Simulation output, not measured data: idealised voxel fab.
The process module that follows is named voxel wiring stack.
Square cell edge 5 nm, section width 295 nm, ID cut.
Reading order for cross-sections: top band down to bottom band. Underlying form: a grid of square cells. Band size: one or more rows of cells.
Heights first: top, then bottom, in nm. Then materials, left to right, each with a width in nm. "edge to edge" on a single material: fills the band edge to edge. "blank": empty space.
Note: height 0 marks the level under which the wafer is uniformly one material as received. Lowest band unbounded below, written "from 0 down".
Graded width ("30 to 40"): value in top row of band = first number; value in bottom row = second number; row-to-row change constant.
Reading "remained unchanged" for a step: not a cell of the cross-section changed in it.
The label "Encapsulated voids" introduces a list of the empty spaces, 8 cells or larger, that have no open way up to the top; each entry in it reads width x height at distance, where the distance is taken from the left edge and all three are stated in nm.
Note: text after step settings on the step line = simulator remark on that step.
When a step includes a mask, the "overlay nm" setting on its line states how far to the right of its planned place that mask lay, and negative values state how far to the left.
Before/after cross-section pairs, one process step each; after shown to lowest changed band; step and settings beneath. Pairs may be from different runs of this module on the same starting wafer; a pair continues from the one above only where its "Ahead of processing" entry says so.
[Ahead of processing]
from 85 to 65  resist=75 | blank=15 | resist=95 | blank=15 | resist=95
from 65 to 45  lowk=75 | blank=15 | lowk=95 | blank=15 | lowk=95
from 45 to 40  SiCN edge to edge
from 40 to 20  SiO2=75 | Ru=30 | SiO2=25 | Ru=30 | SiO2=25 | Ru=30 | SiO2=80
from 20 to 15  SiO2=75 | TiN=30 | SiO2=25 | TiN=30 | SiO2=25 | TiN=30 | SiO2=80
from 15 to 0  SiO2 edge to edge
from 0 down  Si edge to edge
Encapsulated voids: none
[Post-Process View]
from 85 to 65  resist=75 | blank=15 | resist=95 | blank=15 | resist=95
from 65 to 45  lowk=75 | blank=15 | lowk=95 | blank=15 | lowk=95
from 45 to 40  SiCN=75 | blank=15 | SiCN=95 | blank=15 | SiCN=95
Note: structure below 40 unchanged.
Encapsulated voids: none
Formally, the process step situated between the two cross-sections above is DIRECTIONAL_ETCH, etch materials SiCN, depth nm 5
Ahead of processing: after-state, pair directly above.
[Post-Process View]
from 65 to 45  lowk=75 | blank=15 | lowk=95 | blank=15 | lowk=95
Note: structure below 45 unchanged.
Encapsulated voids: none
Formally, the process step situated between the two cross-sections above is STRIP, etch materials resist
Ahead of processing: after-state, pair directly above.
[Post-Process View]
from 65 to 50  lowk=75 | blank=15 | lowk=95 | blank=15 | lowk=95
from 50 to 45  lowk=75 | Ru=15 | lowk=95 | Ru=15 | lowk=95
from 45 to 40  SiCN=75 | Ru=15 | SiCN=95 | Ru=15 | SiCN=95
Note: structure below 40 unchanged.
Encapsulated voids: none
Formally, the process step situated between the two cross-sections above is EPI, material Ru, thk nm 10
Ahead of processing: after-state, pair directly above.
[Post-Process View]
from 65 to 60  lowk=75 | blank=15 | lowk=95 | blank=15 | lowk=95
from 60 to 45  lowk=75 | Ru=15 | lowk=95 | Ru=15 | lowk=95
Note: structure below 45 unchanged.
Encapsulated voids: none
Formally, the process step situated between the two cross-sections above is EPI, material Ru, thk nm 10
Ahead of processing: after-state, pair directly above.
[Post-Process View]
from 65 to 45  lowk=75 | Ru=15 | lowk=95 | Ru=15 | lowk=95
Note: structure below 45 unchanged.
Encapsulated voids: none
Formally, the process step situated between the two cross-sections above is EPI, material Ru, thk nm 5
Ahead of processing: after-state, pair directly above.
[Post-Process View]
from 70 to 65  TiN edge to edge
Note: structure below 65 unchanged.
Encapsulated voids: none
Formally, the process step situated between the two cross-sections above is DIRECTIONAL_DEP, material TiN, thk nm 5
Ahead of processing: after-state, pair directly above.
[Post-Process View]
from 90 to 70  W edge to edge
Note: structure below 70 unchanged.
Encapsulated voids: none
Formally, the process step situated between the two cross-sections above is DIRECTIONAL_DEP, material W, thk nm 20
Ahead of processing: after-state, pair directly above.
[Post-Process View]
from 105 to 90  aC edge to edge
Note: structure below 90 unchanged.
Encapsulated voids: none
Formally, the process step situated between the two cross-sections above is DIRECTIONAL_DEP, material aC, thk nm 15
Ahead of processing: after-state, pair directly above.
[Post-Process View]
from 140 to 105  blank=75 | resist=30 | blank=25 | resist=30 | blank=25 | resist=30 | blank=80
Note: structure below 105 unchanged.
Encapsulated voids: none
Formally, the process step situated between the two cross-sections above is PATTERN, tone cover, mask id METAL_2, material resist, width nm 30, pitch nm 55, thk nm 35, overlay nm 0
Ahead of processing: after-state, pair directly above.
[Post-Process View]
from 125 to 105  blank=75 | resist=30 | blank=25 | resist=30 | blank=25 | resist=30 | blank=80
from 105 to 90  blank=75 | aC=30 | blank=25 | aC=30 | blank=25 | aC=30 | blank=80
Note: structure below 90 unchanged.
Encapsulated voids: none
Formally, the process step situated between the two cross-sections above is DIRECTIONAL_ETCH, etch materials aC, depth nm 15
Ahead of processing: after-state, pair directly above.
[Post-Process View]
from 105 to 90  blank=75 | aC=30 | blank=25 | aC=30 | blank=25 | aC=30 | blank=80
Note: structure below 90 unchanged.
Encapsulated voids: none
Formally, the process step situated between the two cross-sections above is STRIP, etch materials resist
Ahead of processing: after-state, pair directly above.
[Post-Process View]
from 105 to 90  blank=75 | aC=30 | blank=25 | aC=30 | blank=25 | aC=30 | blank=80
from 90 to 70  blank=75 | W=30 | blank=25 | W=30 | blank=25 | W=30 | blank=80
Note: structure below 70 unchanged.
Encapsulated voids: none
Formally, the process step situated between the two cross-sections above is DIRECTIONAL_ETCH, etch materials W, depth nm 20
Ahead of processing: after-state, pair directly above.
[Post-Process View]
from 105 to 90  blank=75 | aC=30 | blank=25 | aC=30 | blank=25 | aC=30 | blank=80
from 90 to 70  blank=75 | W=30 | blank=25 | W=30 | blank=25 | W=30 | blank=80
from 70 to 65  blank=75 | TiN=30 | blank=25 | TiN=30 | blank=25 | TiN=30 | blank=80
Note: structure below 65 unchanged.
Encapsulated voids: none
Formally, the process step situated between the two cross-sections above is DIRECTIONAL_ETCH, etch materials TiN, depth nm 5
Ahead of processing: after-state, pair directly above.
[Post-Process View]
from 90 to 70  blank=75 | W=30 | blank=25 | W=30 | blank=25 | W=30 | blank=80
Note: structure below 70 unchanged.
Encapsulated voids: none
Formally, the process step situated between the two cross-sections above is STRIP, etch materials aC
Ahead of processing: after-state, pair directly above.
[Post-Process View]
from 95 to 90  SiO2 edge to edge
from 90 to 70  SiO2=75 | W=30 | SiO2=25 | W=30 | SiO2=25 | W=30 | SiO2=80
from 70 to 65  SiO2=75 | TiN=30 | SiO2=25 | TiN=30 | SiO2=25 | TiN=30 | SiO2=80
Note: structure below 65 unchanged.
Encapsulated voids: none
Formally, the process step situated between the two cross-sections above is FILL_DEP, material SiO2, thk nm 5
Ahead of processing: after-state, pair directly above.
[Post-Process View]
from 90 to 70  SiO2=75 | W=30 | SiO2=25 | W=30 | SiO2=25 | W=30 | SiO2=80
Note: structure below 70 unchanged.
Encapsulated voids: none
Formally, the process step situated between the two cross-sections above is CMP, height nm 90
Ahead of processing: after-state, pair directly above.
[Post-Process View]
from 95 to 90  SiCN edge to edge
Note: structure below 90 unchanged.
Encapsulated voids: none
Formally, the process step situated between the two cross-sections above is CONFORMAL_DEP, material SiCN, thk nm 5
[Ahead of processing]
from 40 to 15  Ru edge to edge
from 15 to 10  TiN edge to edge
from 10 to 0  SiO2 edge to edge
from 0 down  Si edge to edge
Encapsulated voids: none
[Post-Process View]
from 40 to 15  blank=70 | Ru=40 | blank=15 | Ru=40 | blank=15 | Ru=40 | blank=75
Note: structure below 15 unchanged.
Encapsulated voids: none
Formally, the process step situated between the two cross-sections above is MASKED_ETCH, tone cover, mask id METAL_1, width nm 40, pitch nm 55, etch materials Ru, depth nm 25, overlay nm 0
Ahead of processing: after-state, pair directly above.
[Post-Process View]
from 40 to 15  blank=70 | Ru=40 | blank=15 | Ru=40 | blank=15 | Ru=40 | blank=75
from 15 to 10  blank=70 | TiN=40 | blank=15 | TiN=40 | blank=15 | TiN=40 | blank=75
Note: structure below 10 unchanged.
Encapsulated voids: none
Formally, the process step situated between the two cross-sections above is MASKED_ETCH, tone cover, mask id METAL_1, width nm 30, pitch nm 55, etch materials TiN, depth nm 5, overlay nm 0
Ahead of processing: after-state, pair directly above.
[Post-Process View]
from 50 to 40  SiO2 edge to edge
from 40 to 15  SiO2=70 | Ru=40 | SiO2=15 | Ru=40 | SiO2=15 | Ru=40 | SiO2=75
from 15 to 10  SiO2=70 | TiN=40 | SiO2=15 | TiN=40 | SiO2=15 | TiN=40 | SiO2=75
Note: structure below 10 unchanged.
Encapsulated voids: none
Formally, the process step situated between the two cross-sections above is FILL_DEP, material SiO2, thk nm 10
Ahead of processing: after-state, pair directly above.
[Post-Process View]
from 40 to 15  SiO2=70 | Ru=40 | SiO2=15 | Ru=40 | SiO2=15 | Ru=40 | SiO2=75
Note: structure below 15 unchanged.
Encapsulated voids: none
Formally, the process step situated between the two cross-sections above is CMP, height nm 40
Ahead of processing: after-state, pair directly above.
[Post-Process View]
from 45 to 40  SiCN edge to edge
Note: structure below 40 unchanged.
Encapsulated voids: none
Formally, the process step situated between the two cross-sections above is CONFORMAL_DEP, material SiCN, thk nm 5
Ahead of processing: after-state, pair directly above.
[Post-Process View]
from 65 to 45  lowk edge to edge
Note: structure below 45 unchanged.
Encapsulated voids: none
Formally, the process step situated between the two cross-sections above is DIRECTIONAL_DEP, material lowk, thk nm 20
Ahead of processing: after-state, pair directly above.
[Post-Process View]
from 85 to 65  resist=75 | blank=15 | resist=95 | blank=15 | resist=95
Note: structure below 65 unchanged.
Encapsulated voids: none
Formally, the process step situated between the two cross-sections above is PATTERN, tone open, mask id PLUG_1, material resist, width nm 15, pitch nm 110, thk nm 20, overlay nm 0
Ahead of processing: after-state, pair directly above.
[Post-Process View]
from 85 to 65  resist=75 | blank=15 | resist=95 | blank=15 | resist=95
from 65 to 45  lowk=75 | blank=15 | lowk=95 | blank=15 | lowk=95
Note: structure below 45 unchanged.
Encapsulated voids: none
Formally, the process step situated between the two cross-sections above is DIRECTIONAL_ETCH, etch materials lowk, depth nm 20
Ahead of processing: after-state, pair directly above.
[Post-Process View]
from 85 to 65  resist=75 | blank=15 | resist=95 | blank=15 | resist=95
from 65 to 45  lowk=75 | blank=15 | lowk=95 | blank=15 | lowk=95
from 45 to 40  SiCN=75 | blank=15 | SiCN=95 | blank=15 | SiCN=95
Note: structure below 40 unchanged.
Encapsulated voids: none
Formally, the process step situated between the two cross-sections above is DIRECTIONAL_ETCH, etch materials SiCN, depth nm 5
Ahead of processing: after-state, pair directly above.
[Post-Process View]
from 65 to 45  lowk=75 | blank=15 | lowk=95 | blank=15 | lowk=95
Note: structure below 45 unchanged.
Encapsulated voids: none
Formally, the process step situated between the two cross-sections above is STRIP, etch materials resist
Ahead of processing: after-state, pair directly above.
[Post-Process View]
from 65 to 50  lowk=75 | blank=15 | lowk=95 | blank=15 | lowk=95
from 50 to 45  lowk=75 | Ru=15 | lowk=95 | Ru=15 | lowk=95
from 45 to 40  SiCN=75 | Ru=15 | SiCN=95 | Ru=15 | SiCN=95
Note: structure below 40 unchanged.
Encapsulated voids: none
Formally, the process step situated between the two cross-sections above is EPI, material Ru, thk nm 10
Ahead of processing: after-state, pair directly above.
[Post-Process View]
from 65 to 60  lowk=75 | blank=15 | lowk=95 | blank=15 | lowk=95
from 60 to 45  lowk=75 | Ru=15 | lowk=95 | Ru=15 | lowk=95
Note: structure below 45 unchanged.
Encapsulated voids: none
Formally, the process step situated between the two cross-sections above is EPI, material Ru, thk nm 10
Ahead of processing: after-state, pair directly above.
[Post-Process View]
from 65 to 45  lowk=75 | Ru=15 | lowk=95 | Ru=15 | lowk=95
Note: structure below 45 unchanged.
Encapsulated voids: none
Formally, the process step situated between the two cross-sections above is EPI, material Ru, thk nm 5
Ahead of processing: after-state, pair directly above.
[Post-Process View]
from 70 to 65  TiN edge to edge
Note: structure below 65 unchanged.
Encapsulated voids: none
Formally, the process step situated between the two cross-sections above is DIRECTIONAL_DEP, material TiN, thk nm 5
Ahead of processing: after-state, pair directly above.
[Post-Process View]
from 90 to 70  W edge to edge
Note: structure below 70 unchanged.
Encapsulated voids: none
Formally, the process step situated between the two cross-sections above is DIRECTIONAL_DEP, material W, thk nm 20
Ahead of processing: after-state, pair directly above.
[Post-Process View]
from 105 to 90  aC edge to edge
Note: structure below 90 unchanged.
Encapsulated voids: none
Formally, the process step situated between the two cross-sections above is DIRECTIONAL_DEP, material aC, thk nm 15
Ahead of processing: after-state, pair directly above.
[Post-Process View]
from 140 to 105  blank=75 | resist=30 | blank=25 | resist=30 | blank=25 | resist=30 | blank=80
Note: structure below 105 unchanged.
Encapsulated voids: none
Formally, the process step situated between the two cross-sections above is PATTERN, tone cover, mask id METAL_2, material resist, width nm 30, pitch nm 55, thk nm 35, overlay nm 0
Ahead of processing: after-state, pair directly above.
[Post-Process View]
from 125 to 105  blank=75 | resist=30 | blank=25 | resist=30 | blank=25 | resist=30 | blank=80
from 105 to 90  blank=75 | aC=30 | blank=25 | aC=30 | blank=25 | aC=30 | blank=80
Note: structure below 90 unchanged.
Encapsulated voids: none
Formally, the process step situated between the two cross-sections above is DIRECTIONAL_ETCH, etch materials aC, depth nm 15
Ahead of processing: after-state, pair directly above.
[Post-Process View]
from 105 to 90  blank=75 | aC=30 | blank=25 | aC=30 | blank=25 | aC=30 | blank=80
Note: structure below 90 unchanged.
Encapsulated voids: none
Formally, the process step situated between the two cross-sections above is STRIP, etch materials resist
Ahead of processing: after-state, pair directly above.
[Post-Process View]
from 105 to 90  blank=75 | aC=30 | blank=25 | aC=30 | blank=25 | aC=30 | blank=80
from 90 to 70  blank=75 | W=30 | blank=25 | W=30 | blank=25 | W=30 | blank=80
Note: structure below 70 unchanged.
Encapsulated voids: none
Formally, the process step situated between the two cross-sections above is DIRECTIONAL_ETCH, etch materials W, depth nm 20
Ahead of processing: after-state, pair directly above.
[Post-Process View]
from 105 to 90  blank=75 | aC=30 | blank=25 | aC=30 | blank=25 | aC=30 | blank=80
from 90 to 70  blank=75 | W=30 | blank=25 | W=30 | blank=25 | W=30 | blank=80
from 70 to 65  blank=75 | TiN=30 | blank=25 | TiN=30 | blank=25 | TiN=30 | blank=80
Note: structure below 65 unchanged.
Encapsulated voids: none
Formally, the process step situated between the two cross-sections above is DIRECTIONAL_ETCH, etch materials TiN, depth nm 5
Ahead of processing: after-state, pair directly above.
[Post-Process View]
from 90 to 70  blank=75 | W=30 | blank=25 | W=30 | blank=25 | W=30 | blank=80
Note: structure below 70 unchanged.
Encapsulated voids: none
Formally, the process step situated between the two cross-sections above is STRIP, etch materials aC
Ahead of processing: after-state, pair directly above.
[Post-Process View]
from 95 to 90  SiO2 edge to edge
from 90 to 70  SiO2=75 | W=30 | SiO2=25 | W=30 | SiO2=25 | W=30 | SiO2=80
from 70 to 65  SiO2=75 | TiN=30 | SiO2=25 | TiN=30 | SiO2=25 | TiN=30 | SiO2=80
Note: structure below 65 unchanged.
Encapsulated voids: none
Formally, the process step situated between the two cross-sections above is FILL_DEP, material SiO2, thk nm 5
Ahead of processing: after-state, pair directly above.
[Post-Process View]
from 90 to 70  SiO2=75 | W=30 | SiO2=25 | W=30 | SiO2=25 | W=30 | SiO2=80
Note: structure below 70 unchanged.
Encapsulated voids: none
Formally, the process step situated between the two cross-sections above is CMP, height nm 90
Ahead of processing: after-state, pair directly above.
[Post-Process View]
from 95 to 90  SiCN edge to edge
Note: structure below 90 unchanged.
Encapsulated voids: none
Formally, the process step situated between the two cross-sections above is CONFORMAL_DEP, material SiCN, thk nm 5
[Ahead of processing]
from 40 to 15  Ru edge to edge
from 15 to 10  TiN edge to edge
from 10 to 0  SiO2 edge to edge
from 0 down  Si edge to edge
Encapsulated voids: none
[Post-Process View]
from 40 to 15  blank=70 | Ru=30 | blank=25 | Ru=30 | blank=25 | Ru=30 | blank=85
Note: structure below 15 unchanged.
Encapsulated voids: none
Formally, the process step situated between the two cross-sections above is MASKED_ETCH, tone cover, mask id METAL_1, width nm 30, pitch nm 55, etch materials Ru, depth nm 25, overlay nm -5
Ahead of processing: after-state, pair directly above.
[Post-Process View]
from 40 to 15  blank=70 | Ru=30 | blank=25 | Ru=30 | blank=25 | Ru=30 | blank=85
from 15 to 10  blank=70 | TiN=35 | blank=20 | TiN=35 | blank=20 | TiN=35 | blank=80
Note: structure below 10 unchanged.
Encapsulated voids: none
Formally, the process step situated between the two cross-sections above is MASKED_ETCH, tone cover, mask id METAL_1, width nm 30, pitch nm 55, etch materials TiN, depth nm 5, overlay nm 0
Ahead of processing: after-state, pair directly above.
[Post-Process View]
from 50 to 40  SiO2 edge to edge
from 40 to 15  SiO2=70 | Ru=30 | SiO2=25 | Ru=30 | SiO2=25 | Ru=30 | SiO2=85
from 15 to 10  SiO2=70 | TiN=35 | SiO2=20 | TiN=35 | SiO2=20 | TiN=35 | SiO2=80
Note: structure below 10 unchanged.
Encapsulated voids: none
Formally, the process step situated between the two cross-sections above is FILL_DEP, material SiO2, thk nm 10
Ahead of processing: after-state, pair directly above.
[Post-Process View]
from 40 to 15  SiO2=70 | Ru=30 | SiO2=25 | Ru=30 | SiO2=25 | Ru=30 | SiO2=85
Note: structure below 15 unchanged.
Encapsulated voids: none
Formally, the process step situated between the two cross-sections above is CMP, height nm 40
Ahead of processing: after-state, pair directly above.
[Post-Process View]
from 45 to 40  SiCN edge to edge
Note: structure below 40 unchanged.
Encapsulated voids: none
Formally, the process step situated between the two cross-sections above is CONFORMAL_DEP, material SiCN, thk nm 5
Ahead of processing: after-state, pair directly above.
[Post-Process View]
from 65 to 45  lowk edge to edge
Note: structure below 45 unchanged.
Encapsulated voids: none
Formally, the process step situated between the two cross-sections above is DIRECTIONAL_DEP, material lowk, thk nm 20
Ahead of processing: after-state, pair directly above.
[Post-Process View]
from 85 to 65  resist=75 | blank=15 | resist=95 | blank=15 | resist=95
Note: structure below 65 unchanged.
Encapsulated voids: none
Formally, the process step situated between the two cross-sections above is PATTERN, tone open, mask id PLUG_1, material resist, width nm 15, pitch nm 110, thk nm 20, overlay nm 0
Ahead of processing: after-state, pair directly above.
[Post-Process View]
from 85 to 65  resist=75 | blank=15 | resist=95 | blank=15 | resist=95
from 65 to 45  lowk=75 | blank=15 | lowk=95 | blank=15 | lowk=95
Note: structure below 45 unchanged.
Encapsulated voids: none
Formally, the process step situated between the two cross-sections above is DIRECTIONAL_ETCH, etch materials lowk, depth nm 20
Ahead of processing: after-state, pair directly above.
[Post-Process View]
from 85 to 65  resist=75 | blank=15 | resist=95 | blank=15 | resist=95
from 65 to 45  lowk=75 | blank=15 | lowk=95 | blank=15 | lowk=95
from 45 to 40  SiCN=75 | blank=15 | SiCN=95 | blank=15 | SiCN=95
Note: structure below 40 unchanged.
Encapsulated voids: none
Formally, the process step situated between the two cross-sections above is DIRECTIONAL_ETCH, etch materials SiCN, depth nm 5
Ahead of processing: after-state, pair directly above.
[Post-Process View]
from 65 to 45  lowk=75 | blank=15 | lowk=95 | blank=15 | lowk=95
Note: structure below 45 unchanged.
Encapsulated voids: none
Formally, the process step situated between the two cross-sections above is STRIP, etch materials resist
Ahead of processing: after-state, pair directly above.
[Post-Process View]
from 65 to 50  lowk=75 | blank=15 | lowk=95 | blank=15 | lowk=95
from 50 to 45  lowk=75 | Ru=15 | lowk=95 | Ru=15 | lowk=95
from 45 to 40  SiCN=75 | Ru=15 | SiCN=95 | Ru=15 | SiCN=95
Note: structure below 40 unchanged.
Encapsulated voids: none
Formally, the process step situated between the two cross-sections above is EPI, material Ru, thk nm 10
Ahead of processing: after-state, pair directly above.
[Post-Process View]
from 65 to 60  lowk=75 | blank=15 | lowk=95 | blank=15 | lowk=95
from 60 to 45  lowk=75 | Ru=15 | lowk=95 | Ru=15 | lowk=95
Note: structure below 45 unchanged.
Encapsulated voids: none
Formally, the process step situated between the two cross-sections above is EPI, material Ru, thk nm 10
Ahead of processing: after-state, pair directly above.
[Post-Process View]
from 65 to 45  lowk=75 | Ru=15 | lowk=95 | Ru=15 | lowk=95
Note: structure below 45 unchanged.
Encapsulated voids: none
Formally, the process step situated between the two cross-sections above is EPI, material Ru, thk nm 5
Ahead of processing: after-state, pair directly above.
[Post-Process View]
from 70 to 65  TiN edge to edge
Note: structure below 65 unchanged.
Encapsulated voids: none
Formally, the process step situated between the two cross-sections above is DIRECTIONAL_DEP, material TiN, thk nm 5
Ahead of processing: after-state, pair directly above.
[Post-Process View]
from 90 to 70  W edge to edge
Note: structure below 70 unchanged.
Encapsulated voids: none
Formally, the process step situated between the two cross-sections above is DIRECTIONAL_DEP, material W, thk nm 20
Ahead of processing: after-state, pair directly above.
[Post-Process View]
from 105 to 90  aC edge to edge
Note: structure below 90 unchanged.
Encapsulated voids: none
Formally, the process step situated between the two cross-sections above is DIRECTIONAL_DEP, material aC, thk nm 15
Ahead of processing: after-state, pair directly above.
[Post-Process View]
from 140 to 105  blank=75 | resist=30 | blank=25 | resist=30 | blank=25 | resist=30 | blank=80
Note: structure below 105 unchanged.
Encapsulated voids: none
Formally, the process step situated between the two cross-sections above is PATTERN, tone cover, mask id METAL_2, material resist, width nm 30, pitch nm 55, thk nm 35, overlay nm 0
Ahead of processing: after-state, pair directly above.
[Post-Process View]
from 125 to 105  blank=75 | resist=30 | blank=25 | resist=30 | blank=25 | resist=30 | blank=80
from 105 to 90  blank=75 | aC=30 | blank=25 | aC=30 | blank=25 | aC=30 | blank=80
Note: structure below 90 unchanged.
Encapsulated voids: none
Formally, the process step situated between the two cross-sections above is DIRECTIONAL_ETCH, etch materials aC, depth nm 15
Ahead of processing: after-state, pair directly above.
[Post-Process View]
from 105 to 90  blank=75 | aC=30 | blank=25 | aC=30 | blank=25 | aC=30 | blank=80
Note: structure below 90 unchanged.
Encapsulated voids: none
Formally, the process step situated between the two cross-sections above is STRIP, etch materials resist
Ahead of processing: after-state, pair directly above.
[Post-Process View]
from 105 to 90  blank=75 | aC=30 | blank=25 | aC=30 | blank=25 | aC=30 | blank=80
from 90 to 70  blank=75 | W=30 | blank=25 | W=30 | blank=25 | W=30 | blank=80
Note: structure below 70 unchanged.
Encapsulated voids: none
Formally, the process step situated between the two cross-sections above is DIRECTIONAL_ETCH, etch materials W, depth nm 20
Ahead of processing: after-state, pair directly above.
[Post-Process View]
from 105 to 90  blank=75 | aC=30 | blank=25 | aC=30 | blank=25 | aC=30 | blank=80
from 90 to 70  blank=75 | W=30 | blank=25 | W=30 | blank=25 | W=30 | blank=80
from 70 to 65  blank=75 | TiN=30 | blank=25 | TiN=30 | blank=25 | TiN=30 | blank=80
Note: structure below 65 unchanged.
Encapsulated voids: none
Formally, the process step situated between the two cross-sections above is DIRECTIONAL_ETCH, etch materials TiN, depth nm 5
Ahead of processing: after-state, pair directly above.
[Post-Process View]
from 90 to 70  blank=75 | W=30 | blank=25 | W=30 | blank=25 | W=30 | blank=80
Note: structure below 70 unchanged.
Encapsulated voids: none
Formally, the process step situated between the two cross-sections above is STRIP, etch materials aC
Ahead of processing: after-state, pair directly above.
[Post-Process View]
from 95 to 90  SiO2 edge to edge
from 90 to 70  SiO2=75 | W=30 | SiO2=25 | W=30 | SiO2=25 | W=30 | SiO2=80
from 70 to 65  SiO2=75 | TiN=30 | SiO2=25 | TiN=30 | SiO2=25 | TiN=30 | SiO2=80
Note: structure below 65 unchanged.
Encapsulated voids: none
Formally, the process step situated between the two cross-sections above is FILL_DEP, material SiO2, thk nm 5
Ahead of processing: after-state, pair directly above.
[Post-Process View]
from 90 to 70  SiO2=75 | W=30 | SiO2=25 | W=30 | SiO2=25 | W=30 | SiO2=80
Note: structure below 70 unchanged.
Encapsulated voids: none
Formally, the process step situated between the two cross-sections above is CMP, height nm 90
Ahead of processing: after-state, pair directly above.
[Post-Process View]
from 95 to 90  SiCN edge to edge
Note: structure below 90 unchanged.
Encapsulated voids: none
Formally, the process step situated between the two cross-sections above is CONFORMAL_DEP, material SiCN, thk nm 5
[Ahead of processing]
from 15 to 10  TiN edge to edge
from 10 to 0  SiO2 edge to edge
from 0 down  Si edge to edge
Encapsulated voids: none
[Post-Process View]
from 40 to 10  TiN edge to edge
Note: structure below 10 unchanged.
Encapsulated voids: none
Formally, the process step situated between the two cross-sections above is DIRECTIONAL_DEP, material TiN, thk nm 25
Ahead of processing: after-state, pair directly above.
[Post-Process View]
from 40 to 35  blank=75 | TiN=30 | blank=25 | TiN=30 | blank=25 | TiN=30 | blank=80
Note: structure below 35 unchanged.
Encapsulated voids: none
Formally, the process step situated between the two cross-sections above is MASKED_ETCH, tone cover, mask id METAL_1, width nm 30, pitch nm 55, etch materials TiN, depth nm 5, overlay nm 0
Ahead of processing: after-state, pair directly above.
[Post-Process View]
from 50 to 40  SiO2 edge to edge
from 40 to 35  SiO2=75 | TiN=30 | SiO2=25 | TiN=30 | SiO2=25 | TiN=30 | SiO2=80
Note: structure below 35 unchanged.
Encapsulated voids: none
Formally, the process step situated between the two cross-sections above is FILL_DEP, material SiO2, thk nm 10
Ahead of processing: after-state, pair directly above.
[Post-Process View]
from 40 to 35  SiO2=75 | TiN=30 | SiO2=25 | TiN=30 | SiO2=25 | TiN=30 | SiO2=80
Note: structure below 35 unchanged.
Encapsulated voids: none
Formally, the process step situated between the two cross-sections above is CMP, height nm 40
Ahead of processing: after-state, pair directly above.
[Post-Process View]
from 45 to 40  SiCN edge to edge
Note: structure below 40 unchanged.
Encapsulated voids: none
Formally, the process step situated between the two cross-sections above is CONFORMAL_DEP, material SiCN, thk nm 5
Ahead of processing: after-state, pair directly above.
[Post-Process View]
from 65 to 45  lowk edge to edge
Note: structure below 45 unchanged.
Encapsulated voids: none
Formally, the process step situated between the two cross-sections above is DIRECTIONAL_DEP, material lowk, thk nm 20
Ahead of processing: after-state, pair directly above.
[Post-Process View]
from 85 to 65  resist=75 | blank=15 | resist=95 | blank=15 | resist=95
Note: structure below 65 unchanged.
Encapsulated voids: none
Formally, the process step situated between the two cross-sections above is PATTERN, tone open, mask id PLUG_1, material resist, width nm 15, pitch nm 110, thk nm 20, overlay nm 0
Ahead of processing: after-state, pair directly above.
[Post-Process View]
from 85 to 65  resist=75 | blank=15 | resist=95 | blank=15 | resist=95
from 65 to 45  lowk=75 | blank=15 | lowk=95 | blank=15 | lowk=95
Note: structure below 45 unchanged.
Encapsulated voids: none
Formally, the process step situated between the two cross-sections above is DIRECTIONAL_ETCH, etch materials lowk, depth nm 20
Ahead of processing: after-state, pair directly above.
[Post-Process View]
from 85 to 65  resist=75 | blank=15 | resist=95 | blank=15 | resist=95
from 65 to 45  lowk=75 | blank=15 | lowk=95 | blank=15 | lowk=95
from 45 to 40  SiCN=75 | blank=15 | SiCN=95 | blank=15 | SiCN=95
Note: structure below 40 unchanged.
Encapsulated voids: none
Formally, the process step situated between the two cross-sections above is DIRECTIONAL_ETCH, etch materials SiCN, depth nm 5
Ahead of processing: after-state, pair directly above.
[Post-Process View]
from 65 to 45  lowk=75 | blank=15 | lowk=95 | blank=15 | lowk=95
Note: structure below 45 unchanged.
Encapsulated voids: none
Formally, the process step situated between the two cross-sections above is STRIP, etch materials resist
Ahead of processing: after-state, pair directly above.
[Post-Process View]
from 65 to 50  lowk=75 | blank=15 | lowk=95 | blank=15 | lowk=95
from 50 to 45  lowk=75 | Ru=15 | lowk=95 | Ru=15 | lowk=95
from 45 to 40  SiCN=75 | Ru=15 | SiCN=95 | Ru=15 | SiCN=95
Note: structure below 40 unchanged.
Encapsulated voids: none
Formally, the process step situated between the two cross-sections above is EPI, material Ru, thk nm 10
Ahead of processing: after-state, pair directly above.
[Post-Process View]
from 65 to 60  lowk=75 | blank=15 | lowk=95 | blank=15 | lowk=95
from 60 to 45  lowk=75 | Ru=15 | lowk=95 | Ru=15 | lowk=95
Note: structure below 45 unchanged.
Encapsulated voids: none
Formally, the process step situated between the two cross-sections above is EPI, material Ru, thk nm 10
Ahead of processing: after-state, pair directly above.
[Post-Process View]
from 65 to 45  lowk=75 | Ru=15 | lowk=95 | Ru=15 | lowk=95
Note: structure below 45 unchanged.
Encapsulated voids: none
Formally, the process step situated between the two cross-sections above is EPI, material Ru, thk nm 5
Ahead of processing: after-state, pair directly above.
[Post-Process View]
from 70 to 65  TiN edge to edge
Note: structure below 65 unchanged.
Encapsulated voids: none
Formally, the process step situated between the two cross-sections above is DIRECTIONAL_DEP, material TiN, thk nm 5
Ahead of processing: after-state, pair directly above.
[Post-Process View]
from 90 to 70  W edge to edge
Note: structure below 70 unchanged.
Encapsulated voids: none
Formally, the process step situated between the two cross-sections above is DIRECTIONAL_DEP, material W, thk nm 20
Ahead of processing: after-state, pair directly above.
[Post-Process View]
from 105 to 90  aC edge to edge
Note: structure below 90 unchanged.
Encapsulated voids: none
Formally, the process step situated between the two cross-sections above is DIRECTIONAL_DEP, material aC, thk nm 15
Ahead of processing: after-state, pair directly above.
[Post-Process View]
from 140 to 105  blank=75 | resist=30 | blank=25 | resist=30 | blank=25 | resist=30 | blank=80
Note: structure below 105 unchanged.
Encapsulated voids: none
Formally, the process step situated between the two cross-sections above is PATTERN, tone cover, mask id METAL_2, material resist, width nm 30, pitch nm 55, thk nm 35, overlay nm 0
Ahead of processing: after-state, pair directly above.
[Post-Process View]
from 125 to 105  blank=75 | resist=30 | blank=25 | resist=30 | blank=25 | resist=30 | blank=80
from 105 to 90  blank=75 | aC=30 | blank=25 | aC=30 | blank=25 | aC=30 | blank=80
Note: structure below 90 unchanged.
Encapsulated voids: none
Formally, the process step situated between the two cross-sections above is DIRECTIONAL_ETCH, etch materials aC, depth nm 15
Ahead of processing: after-state, pair directly above.
[Post-Process View]
from 105 to 90  blank=75 | aC=30 | blank=25 | aC=30 | blank=25 | aC=30 | blank=80
Note: structure below 90 unchanged.
Encapsulated voids: none
Formally, the process step situated between the two cross-sections above is STRIP, etch materials resist
Ahead of processing: after-state, pair directly above.
[Post-Process View]
from 105 to 90  blank=75 | aC=30 | blank=25 | aC=30 | blank=25 | aC=30 | blank=80
from 90 to 70  blank=75 | W=30 | blank=25 | W=30 | blank=25 | W=30 | blank=80
Note: structure below 70 unchanged.
Encapsulated voids: none
Formally, the process step situated between the two cross-sections above is DIRECTIONAL_ETCH, etch materials W, depth nm 20
